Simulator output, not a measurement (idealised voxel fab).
You're looking at the process module voxel wiring stack.
Displayed cross-section: cut, width of 215 nm, square cells sized 5 nm.
A cross-section in this document is a grid of square cells, and it is written down as bands, the top band listed before the ones below it; a band is made up of one or more rows of cells. It is stipulated that each band's entry specify, in nanometres, the height of the top of the band and then that of its bottom, followed by the materials of the band in left-to-right sequence, each together with its width in nanometres. A single material marked by the word "full width" is understood to fill the band from edge to edge; the word "empty" is understood to denote empty space. Below 0: as-received wafer, all one material; heights counted from there. Lowest band: no bottom, goes on down, written "0 and below". With a width like "30->40", each row of cells in the band differs from the next by the same amount, the top row carrying the first number and the bottom row the second. "left unchanged" (step): cross-section cells unchanged, all of them. Look at "Closed void register" for the closed voids: empty spaces with no open path to the top, sized 8 cells or up. Each is width x height at distance, distance from the left edge, all nm. Anything after a step's settings on that line? It's the simulator's own note about the step. overlay nm: mask offset rightward from planned place, masked step; negative means leftward offset.
The steps planned for the process are as follows:
- 1: RECEIVE,material Si
- 2: CONFORMAL_DEP,material SiO2,thk nm 15
- 3: DIRECTIONAL_DEP,material TiN,thk nm 5
- 4: DIRECTIONAL_DEP,material Ru,thk nm 20
- 5: DIRECTIONAL_DEP,material aC,thk nm 10
- 6: PATTERN,tone cover,mask id METAL_1,material resist,width nm 25,pitch nm 50,thk nm 30,overlay nm 0
- 7: DIRECTIONAL_ETCH,etch materials aC,depth nm 10
- 8: STRIP,etch materials resist
- 9: DIRECTIONAL_ETCH,etch materials Ru,depth nm 20
- 10: DIRECTIONAL_ETCH,etch materials TiN,depth nm 5
- 11: STRIP,etch materials aC
- 12: FILL_DEP,material SiO2,thk nm 10
- 13: CMP,height nm 40
- 14: CONFORMAL_DEP,material SiCN,thk nm 5
- 15: DIRECTIONAL_DEP,material SiO2,thk nm 20
- 16: MASKED_ETCH,tone open,mask id PLUG_1,width nm 15,pitch nm 50,etch materials SiO2,depth nm 20,overlay nm 0
- 17: MASKED_ETCH,tone open,mask id PLUG_1,width nm 15,pitch nm 50,etch materials SiCN,depth nm 5,overlay nm 0
- 18: EPI,material Ru,thk nm 10
- 19: EPI,material Ru,thk nm 10
- 20: EPI,material Ru,thk nm 5
- 21: DIRECTIONAL_DEP,material TiN,thk nm 5
- 22: DIRECTIONAL_DEP,material Ru,thk nm 15
- 23: DIRECTIONAL_DEP,material aC,thk nm 10
- 24: PATTERN,tone cover,mask id METAL_2,material resist,width nm 25,pitch nm 50,thk nm 30,overlay nm 0
- 25: DIRECTIONAL_ETCH,etch materials aC,depth nm 10
- 26: STRIP,etch materials resist
- 27: DIRECTIONAL_ETCH,etch materials Ru,depth nm 15
- 28: DIRECTIONAL_ETCH,etch materials TiN,depth nm 5
- 29: STRIP,etch materials aC
- 30: FILL_DEP,material SiO2,thk nm 5
- 31: CMP,height nm 85
- 32: CONFORMAL_DEP,material SiCN,thk nm 5
- 33: DIRECTIONAL_DEP,material lowk,thk nm 10
- 34: MASKED_ETCH,tone open,mask id PLUG_2,width nm 15,pitch nm 50,etch materials lowk,depth nm 10,overlay nm 0
- 35: MASKED_ETCH,tone open,mask id PLUG_2,width nm 15,pitch nm 50,etch materials SiCN,depth nm 5,overlay nm 0
- 36: CONFORMAL_DEP,material TiN,thk nm 5
- 37: FILL_DEP,material W,thk nm 5
- 38: CMP,height nm 100
- 39: CONFORMAL_DEP,material SiN,thk nm 5
- 40: DIRECTIONAL_DEP,material SiO2,thk nm 25
- 41: PATTERN,tone open,mask id METAL_3,material resist,width nm 25,pitch nm 50,thk nm 20,overlay nm 0
- 42: DIRECTIONAL_ETCH,etch materials SiO2,depth nm 25
- 43: DIRECTIONAL_ETCH,etch materials SiN,depth nm 5
- 44: STRIP,etch materials resist
- 45: CONFORMAL_DEP,material TiN,thk nm 5
- 46: FILL_DEP,material Cu,thk nm 5
- 47: CMP,height nm 130
- 48: CONFORMAL_DEP,material SiCN,thk nm 5
- 49: DIRECTIONAL_DEP,material SiO2,thk nm 20
- 50: MASKED_ETCH,tone open,mask id PLUG_3,width nm 15,etch materials SiO2,depth nm 20,overlay nm 0
- 51: MASKED_ETCH,tone open,mask id PLUG_3,width nm 15,etch materials SiCN,depth nm 5,overlay nm 0
- 52: EPI,material Ru,thk nm 10
- 53: EPI,material Ru,thk nm 10
- 54: EPI,material Ru,thk nm 5
- 55: CONFORMAL_DEP,material SiCN,thk nm 5
- 56: DIRECTIONAL_DEP,material lowk,thk nm 25
- 57: MASKED_ETCH,tone open,mask id METAL_4,width nm 25,pitch nm 50,etch materials lowk,depth nm 25,overlay nm 0
- 58: MASKED_ETCH,tone open,mask id METAL_4,width nm 25,pitch nm 50,etch materials SiCN,depth nm 5,overlay nm 0
- 59: CONFORMAL_DEP,material TiN,thk nm 5
- 60: FILL_DEP,material Cu,thk nm 10
- 61: CMP,height nm 185
- 62: CONFORMAL_DEP,material SiN,thk nm 5
Wafer as received: cross-section following step 1:
	0 and below = Si full width
	Closed void register: none
Wafer cross-section at module end: first of two, run to plan:
	190 down to 185 = SiN full width
	185 down to 160 = 70 of lowk | 5 of TiN | 15 of Cu | 5 of TiN | 25 of lowk | 5 of TiN | 15 of Cu | 5 of TiN | 70 of lowk
	160 down to 155 = 70 of SiCN | 25 of TiN | 25 of SiCN | 25 of TiN | 70 of SiCN
	155 down to 135 = 70 of SiO2 | 15 of Ru | 130 of SiO2
	135 down to 130 = 70 of SiCN | 15 of Ru | 130 of SiCN
	130 down to 105 = 70 of SiO2 | 5 of TiN | 15 of Cu | 5 of TiN | 25 of SiO2 | 5 of TiN | 15 of Cu | 5 of TiN | 70 of SiO2
	105 down to 100 = 70 of SiN | 25 of TiN | 25 of SiN | 25 of TiN | 70 of SiN
	100 down to 90 = 70 of lowk | 5 of TiN | 5 of W | 5 of TiN | 35 of lowk | 5 of TiN | 5 of W | 5 of TiN | 80 of lowk
	90 down to 85 = 70 of SiCN | 15 of TiN | 35 of SiCN | 15 of TiN | 80 of SiCN
	85 down to 70 = 70 of SiO2 | 25 of Ru | 25 of SiO2 | 25 of Ru | 70 of SiO2
	70 down to 65 = 70 of SiO2 | 25 of TiN | 25 of SiO2 | 25 of TiN | 70 of SiO2
	65 down to 45 = 70 of SiO2 | 15 of Ru | 35 of SiO2 | 15 of Ru | 80 of SiO2
	45 down to 40 = 70 of SiCN | 15 of Ru | 35 of SiCN | 15 of Ru | 80 of SiCN
	40 down to 20 = 70 of SiO2 | 25 of Ru | 25 of SiO2 | 25 of Ru | 70 of SiO2
	20 down to 15 = 70 of SiO2 | 25 of TiN | 25 of SiO2 | 25 of TiN | 70 of SiO2
	15 down to 0 = SiO2 full width
	0 and below = Si full width
	Closed void register: none
So this is wafer number two of the two, cut at the end of the module - it started where the first did and had the same plan, we just got one thing wrong running it:
	190 down to 185 = SiN full width
	185 down to 160 = 70 of lowk | 5 of TiN | 15 of Cu | 5 of TiN | 25 of lowk | 5 of TiN | 15 of Cu | 5 of TiN | 70 of lowk
	160 down to 155 = 70 of SiCN | 25 of TiN | 25 of SiCN | 25 of TiN | 70 of SiCN
	155 down to 135 = 70 of SiO2 | 15 of Ru | 130 of SiO2
	135 down to 130 = 70 of SiCN | 15 of Ru | 130 of SiCN
	130 down to 125 = 70 of SiN | 25 of TiN | 25 of SiN | 25 of TiN | 70 of SiN
	125 down to 100 = SiO2 full width
	100 down to 90 = 70 of lowk | 5 of TiN | 5 of W | 5 of TiN | 35 of lowk | 5 of TiN | 5 of W | 5 of TiN | 80 of lowk
	90 down to 85 = 70 of SiCN | 15 of TiN | 35 of SiCN | 15 of TiN | 80 of SiCN
	85 down to 70 = 70 of SiO2 | 25 of Ru | 25 of SiO2 | 25 of Ru | 70 of SiO2
	70 down to 65 = 70 of SiO2 | 25 of TiN | 25 of SiO2 | 25 of TiN | 70 of SiO2
	65 down to 45 = 70 of SiO2 | 15 of Ru | 35 of SiO2 | 15 of Ru | 80 of SiO2
	45 down to 40 = 70 of SiCN | 15 of Ru | 35 of SiCN | 15 of Ru | 80 of SiCN
	40 down to 20 = 70 of SiO2 | 25 of Ru | 25 of SiO2 | 25 of Ru | 70 of SiO2
	20 down to 15 = 70 of SiO2 | 25 of TiN | 25 of SiO2 | 25 of TiN | 70 of SiO2
	15 down to 0 = SiO2 full width
	0 and below = Si full width
	Closed void register: none
So what did we get wrong on this run? the intended sequence of steps 39 and 40 was reversed during processing, with each occupying the position of the other
Final difference in cells, second wafer against first, listed per material as more or fewer: Cu: 30 fewer | SiO2: 50 more | TiN: 20 fewer
